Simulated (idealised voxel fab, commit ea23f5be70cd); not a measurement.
The document below concerns the process module designated voxel self aligned contacts.
It is cross-section cut that appears here, measuring 150 nm in width, its square cells being 5 nm in size.
In what follows, cross-sections appear as grids of square cells, described through bands that run from the top down, where every band is one or more rows of cells.
Within each band entry, the heights of the top and of the bottom of the band appear first, in that order and in nm; the materials of the band then follow from left to right, each with its corresponding width in nm. The designation "edge to edge" on a single material indicates that it fills the band from edge to edge; the designation "empty" indicates empty space.
Ref level 0: as-received wafer is one material below here. Bottom band extends down with no lower bound ("0..down").
A width given as "30..40" starts at the first number in the band's top row and ends at the second number in its bottom row, shifting by an equal amount at every step from row to row.
Step note "left unchanged" = no cross-section cell changed.
"Closed cavities" lists enclosed empty spaces (at least 8 cells, no open path upward to the top), each as width x height at distance from the left edge, in nm.
Whatever follows a step's settings on its line is a remark the simulator itself makes about that step.
overlay nm: right-of-plan distance of the mask on a masked step; negative values mean left-of-plan.
## The steps planned for the process are as follows
| 1 | op RECEIVE | material Si |
| 2 | op OXIDIZE | depth nm 5 |
| 3 | op DIRECTIONAL_DEP | material polySi | thk nm 20 |
| 4 | op DIRECTIONAL_DEP | material SiN | thk nm 20 |
| 5 | op MASKED_ETCH | tone cover | mask id GATE | width nm 35 | pitch nm 65 | etch materials SiN | depth nm 20 | overlay nm 0 |
| 6 | op MASKED_ETCH | tone cover | mask id GATE | width nm 35 | pitch nm 65 | etch materials polySi | depth nm 20 | overlay nm 0 |
| 7 | op CONFORMAL_DEP | material SiN | thk nm 5 |
| 8 | op DIRECTIONAL_ETCH | etch materials SiN | depth nm 5 |
| 9 | op FILL_DEP | material SiO2 | thk nm 20 |
| 10 | op CMP | height nm 50 |
| 11 | op MASKED_ETCH | tone open | mask id CONTACT | width nm 40 | etch materials SiO2 | depth nm 55 | overlay nm 0 |
| 12 | op CONFORMAL_DEP | material TiN | thk nm 5 |
| 13 | op FILL_DEP | material Ru | thk nm 5 |
| 14 | op CMP | height nm 50 |
| 15 | op CONFORMAL_DEP | material SiN | thk nm 5 |
## Here's what the wafer looked like in cross-section when it arrived - that's after step 1
    0..down: Si edge to edge
    Closed cavities: none
## Cross-sectional view of the first of the two wafers upon completion of the module, processed in accordance with the plan
    55..50: SiN edge to edge
    50..40: 55 nm SiO2, then 5..15 nm TiN, then 30..10 nm Ru, then 5..15 nm TiN, then 55 nm SiO2
    40..20: 20 nm SiO2, then 45 nm SiN, then 5 nm TiN, then 10 nm Ru, then 5 nm TiN, then 45 nm SiN, then 20 nm SiO2
    20..0: 20 nm SiO2, then 5 nm SiN, then 35 nm polySi, then 5 nm SiN, then 5 nm TiN, then 10 nm Ru, then 5 nm TiN, then 5 nm SiN, then 35 nm polySi, then 5 nm SiN, then 20 nm SiO2
    0..-5: 65 nm SiO2, then 20 nm TiN, then 65 nm SiO2
    -5..down: Si edge to edge
    Closed cavities: none
## Cross-sectional image of the second wafer of the two following completion of the module. Starting state and process plan were the same as for the first wafer; one execution error occurred
    55..50: SiN edge to edge
    50..40: 50..15 nm Ru, then 5..40 nm TiN, then 40 nm SiO2, then 5..40 nm TiN, then 50..15 nm Ru
    40..20: 15 nm Ru, then 5 nm TiN, then 45 nm SiN, then 20 nm SiO2, then 45 nm SiN, then 5 nm TiN, then 15 nm Ru
    20..0: 15 nm Ru, then 5 nm TiN, then 5 nm SiN, then 35 nm polySi, then 5 nm SiN, then 20 nm SiO2, then 5 nm SiN, then 35 nm polySi, then 5 nm SiN, then 5 nm TiN, then 15 nm Ru
    0..-5: 20 nm TiN, then 110 nm SiO2, then 20 nm TiN
    -5..down: Si edge to edge
    Closed cavities: none
Here's what went sideways: so step 11 ended up running with a different setting than we planned, it ran as op MASKED_ETCH | tone cover | mask id CONTACT | width nm 40 | etch materials SiO2 | depth nm 55 | overlay nm 0
Final difference in cells, second wafer against first, listed per material as more or fewer: 50 more of Ru; 64 fewer of SiO2; 14 more of TiN
